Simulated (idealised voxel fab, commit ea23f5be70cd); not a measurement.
process module | voxel ribs on slabs
cross-section cut | 225 nm wide | cells 5 nm
A cross-section is a grid of square cells, given in bands from the top down. A band is one or more rows of cells.
Each band's line starts with the height of the band's top and of its bottom, in nm. Then come its materials from left to right, each with its width in nm. One material with "throughout" fills the band from edge to edge. "air" is empty space.
Height 0 is the level under which the wafer as received is all one material. The lowest band goes on downwards, as in "0 down".
A width such as "30 to 40" changes by the same amount from each row of cells to the next, from the band's top row to its bottom row.
"no change" after a step means that no cell of the cross-section changed.
closed voids: empty space of 8 cells or more with no open way to the top, each as width x height at its distance from the left edge, in nm
after a step's settings: what the simulator itself notes on the step
overlay nm, on a step with a mask: how far to the right of its planned place the mask lay; to the left if negative
plan
1 op RECEIVE | material Si
2 op DIRECTIONAL_DEP | material SiO2 | thk nm 25
3 op DIRECTIONAL_DEP | material polySi | thk nm 20
4 op PATTERN | tone cover | mask id RIB | material resist | width nm 15 | thk nm 20 | overlay nm 0
5 op DIRECTIONAL_ETCH | etch materials polySi | depth nm 15
6 op STRIP | etch materials resist
7 op MASKED_ETCH | tone cover | mask id SLAB | width nm 65 | etch materials polySi | depth nm 5 | overlay nm 0
8 op FILL_DEP | material SiO2 | thk nm 20
9 op CMP | height nm 55
10 op DIRECTIONAL_DEP | material W | thk nm 10
11 op PATTERN | tone cover | mask id HEATER | material resist | width nm 25 | thk nm 15 | overlay nm 0
12 op DIRECTIONAL_ETCH | etch materials W | depth nm 10
13 op STRIP | etch materials resist
14 op CONFORMAL_DEP | material SiN | thk nm 10
as received, after step 1
  0 down: Si throughout
  closed voids: none
first wafer at the end, as planned
  75 to 65: air 90 | SiN 45 | air 90
  65 to 55: SiN 100 | W 25 | SiN 100
  55 to 45: SiO2 throughout
  45 to 30: SiO2 105 | polySi 15 | SiO2 105
  30 to 25: SiO2 80 | polySi 65 | SiO2 80
  25 to 0: SiO2 throughout
  0 down: Si throughout
  closed voids: none
second wafer at the end: like start, like plan, one mistake
  65 to 55: air 100 | W 25 | air 100
  55 to 45: SiO2 throughout
  45 to 30: SiO2 105 | polySi 15 | SiO2 105
  30 to 25: SiO2 80 | polySi 65 | SiO2 80
  25 to 0: SiO2 throughout
  0 down: Si throughout
  closed voids: none
what went wrong: step 14 was left out
at the end the second wafer has, in cells: 98 fewer of SiN
